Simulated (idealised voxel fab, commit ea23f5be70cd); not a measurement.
process module | voxel transistor to metal
cross-section cut | 180 nm wide | cells 5 nm
A cross-section is a grid of square cells, given in bands from the top down. A band is one or more rows of cells.
Each band's line starts with the height of the band's top and of its bottom, in nm. Then come its materials from left to right, each with its width in nm. One material with "throughout" fills the band from edge to edge. "air" is empty space.
Height 0 is the level under which the wafer as received is all one material. The lowest band goes on downwards, as in "0 down".
A width such as "30 to 40" changes by the same amount from each row of cells to the next, from the band's top row to its bottom row.
"no change" after a step means that no cell of the cross-section changed.
closed voids: empty space of 8 cells or more with no open way to the top, each as width x height at its distance from the left edge, in nm
after a step's settings: what the simulator itself notes on the step
overlay nm, on a step with a mask: how far to the right of its planned place the mask lay; to the left if negative
plan
1 op RECEIVE | material Si
2 op OXIDIZE | depth nm 5
3 op CONFORMAL_DEP | material SiN | thk nm 15
4 op DIRECTIONAL_DEP | material aC | thk nm 10
5 op PATTERN | tone cover | mask id ACTIVE | material resist | width nm 110 | thk nm 30 | overlay nm 0
6 op DIRECTIONAL_ETCH | etch materials aC | depth nm 10
7 op STRIP | etch materials resist
8 op DIRECTIONAL_ETCH | etch materials SiN | depth nm 15
9 op DIRECTIONAL_ETCH | etch materials SiO2 | depth nm 5
10 op DIRECTIONAL_ETCH | etch materials Si | depth nm 30
11 op STRIP | etch materials aC
12 op FILL_DEP | material SiO2 | thk nm 5
13 op CMP | height nm 15
14 op SELECTIVE_ETCH | etch materials SiO2 | depth nm 10
15 op STRIP | etch materials SiN
16 op SELECTIVE_ETCH | etch materials SiO2 | depth nm 5
17 op OXIDIZE | depth nm 5
18 op DIRECTIONAL_DEP | material polySi | thk nm 20
19 op DIRECTIONAL_DEP | material SiCN | thk nm 15
20 op PATTERN | tone cover | mask id GATE | material resist | width nm 30 | thk nm 15 | overlay nm 0
21 op DIRECTIONAL_ETCH | etch materials SiCN | depth nm 25
22 op DIRECTIONAL_ETCH | etch materials polySi | depth nm 30
23 op STRIP | etch materials resist
24 op CONFORMAL_DEP | material SiO2 | thk nm 5
25 op DIRECTIONAL_ETCH | etch materials SiO2 | depth nm 5
26 op CONFORMAL_DEP | material SiN | thk nm 5
27 op DIRECTIONAL_ETCH | etch materials SiN | depth nm 5
28 op DIRECTIONAL_ETCH | etch materials SiO2 | depth nm 5
29 op EPI | material nSi | thk nm 5
30 op FILL_DEP | material SiO2 | thk nm 10
31 op CMP | height nm 15
32 op STRIP | etch materials polySi
33 op SELECTIVE_ETCH | etch materials SiO2 | depth nm 5
34 op CONFORMAL_DEP | material HfO2 | thk nm 5
35 op CONFORMAL_DEP | material TiN | thk nm 5
36 op FILL_DEP | material W | thk nm 10
37 op CMP | height nm 10
38 op DIRECTIONAL_DEP | material SiO2 | thk nm 10
39 op PATTERN | tone open | mask id CONTACT | material resist | width nm 20 | pitch nm 80 | thk nm 15 | overlay nm 0
40 op DIRECTIONAL_ETCH | etch materials SiO2 | depth nm 25
41 op STRIP | etch materials resist
42 op CONFORMAL_DEP | material TiN | thk nm 5
43 op FILL_DEP | material W | thk nm 10
44 op CMP | height nm 20
45 op DIRECTIONAL_DEP | material TiN | thk nm 5
46 op DIRECTIONAL_DEP | material W | thk nm 20
47 op DIRECTIONAL_DEP | material aC | thk nm 10
48 op PATTERN | tone cover | mask id METAL_1 | material resist | width nm 20 | pitch nm 80 | thk nm 25 | overlay nm 0
49 op DIRECTIONAL_ETCH | etch materials aC | depth nm 10
50 op STRIP | etch materials resist
51 op DIRECTIONAL_ETCH | etch materials W | depth nm 20
52 op DIRECTIONAL_ETCH | etch materials TiN | depth nm 5
53 op STRIP | etch materials aC
54 op FILL_DEP | material SiO2 | thk nm 10
55 op CMP | height nm 45
56 op CONFORMAL_DEP | material SiCN | thk nm 5
57 op DIRECTIONAL_DEP | material lowk | thk nm 35
58 op MASKED_ETCH | tone open | mask id METAL_2 | width nm 20 | pitch nm 80 | etch materials lowk | depth nm 20 | overlay nm 0
59 op PATTERN | tone open | mask id METAL_2_HOLES | material resist | width nm 15 | pitch nm 80 | thk nm 20 | overlay nm 0
60 op DIRECTIONAL_ETCH | etch materials lowk | depth nm 15
61 op DIRECTIONAL_ETCH | etch materials SiCN | depth nm 5
62 op STRIP | etch materials resist
63 op CONFORMAL_DEP | material TiN | thk nm 5
64 op FILL_DEP | material Cu | thk nm 5
65 op CMP | height nm 85
66 op CONFORMAL_DEP | material SiCN | thk nm 5
as received, after step 1
  0 down: Si throughout
  closed voids: none
first wafer at the end, as planned
  90 to 85: SiCN throughout
  85 to 70: lowk 40 | TiN 5 | Cu 10 | TiN 5 | lowk 60 | TiN 5 | Cu 10 | TiN 5 | lowk 40
  70 to 65: lowk 40 | TiN 5 | Cu 5 | TiN 10 | lowk 60 | TiN 5 | Cu 5 | TiN 10 | lowk 40
  65 to 50: lowk 40 | TiN 5 | Cu 5 | TiN 5 | lowk 65 | TiN 5 | Cu 5 | TiN 5 | lowk 45
  50 to 45: SiCN 40 | TiN 15 | SiCN 65 | TiN 15 | SiCN 45
  45 to 25: SiO2 40 | W 20 | SiO2 60 | W 20 | SiO2 40
  25 to 20: SiO2 40 | TiN 20 | SiO2 60 | TiN 20 | SiO2 40
  20 to 10: SiO2 40 | TiN 5 | W 10 | TiN 5 | SiO2 60 | TiN 5 | W 10 | TiN 5 | SiO2 40
  10 to 0: SiO2 40 | TiN 5 | W 10 | TiN 5 | SiO2 5 | SiN 5 | HfO2 5 | TiN 5 | W 20 | TiN 5 | HfO2 5 | SiN 5 | SiO2 5 | TiN 5 | W 10 | TiN 5 | SiO2 40
  0 to -5: SiO2 35 | SiN 5 | TiN 20 | SiO2 5 | SiN 5 | HfO2 5 | TiN 30 | HfO2 5 | SiN 5 | SiO2 5 | TiN 20 | SiN 5 | SiO2 35
  -5 to -10: SiO2 40 | nSi 25 | SiO2 5 | HfO2 40 | SiO2 5 | nSi 25 | SiO2 40
  -10 to -35: SiO2 35 | Si 110 | SiO2 35
  -35 down: Si throughout
  closed voids: none
second wafer at the end: like start, like plan, one mistake
  90 to 85: SiCN throughout
  85 to 70: lowk 40 | TiN 5 | Cu 10 | TiN 5 | lowk 60 | TiN 5 | Cu 10 | TiN 5 | lowk 40
  70 to 65: lowk 40 | TiN 5 | Cu 5 | TiN 10 | lowk 60 | TiN 5 | Cu 5 | TiN 10 | lowk 40
  65 to 50: lowk 40 | TiN 5 | Cu 5 | TiN 5 | lowk 65 | TiN 5 | Cu 5 | TiN 5 | lowk 45
  50 to 45: SiCN 40 | TiN 15 | SiCN 65 | TiN 15 | SiCN 45
  45 to 25: SiO2 40 | W 20 | SiO2 60 | W 20 | SiO2 40
  25 to 20: SiO2 40 | TiN 20 | SiO2 60 | TiN 20 | SiO2 40
  20 to 10: SiO2 40 | TiN 5 | W 10 | TiN 5 | SiO2 60 | TiN 5 | W 10 | TiN 5 | SiO2 40
  10 to 0: SiO2 40 | TiN 5 | W 10 | TiN 5 | SiN 5 | HfO2 5 | TiN 5 | W 30 | TiN 5 | HfO2 5 | SiN 5 | TiN 5 | W 10 | TiN 5 | SiO2 40
  0 to -5: SiO2 35 | SiN 5 | TiN 20 | SiN 5 | HfO2 5 | TiN 40 | HfO2 5 | SiN 5 | TiN 20 | SiN 5 | SiO2 35
  -5 to -10: SiO2 40 | nSi 20 | SiO2 5 | HfO2 50 | SiO2 5 | nSi 20 | SiO2 40
  -10 to -35: SiO2 35 | Si 110 | SiO2 35
  -35 down: Si throughout
  closed voids: none
what went wrong: step 20 ran as: op PATTERN | tone cover | mask id GATE | material resist | width nm 40 | thk nm 15 | overlay nm 0
at the end the second wafer has, in cells: 2 more of HfO2 | 6 fewer of SiO2 | 2 more of TiN | 4 more of W | 2 fewer of nSi
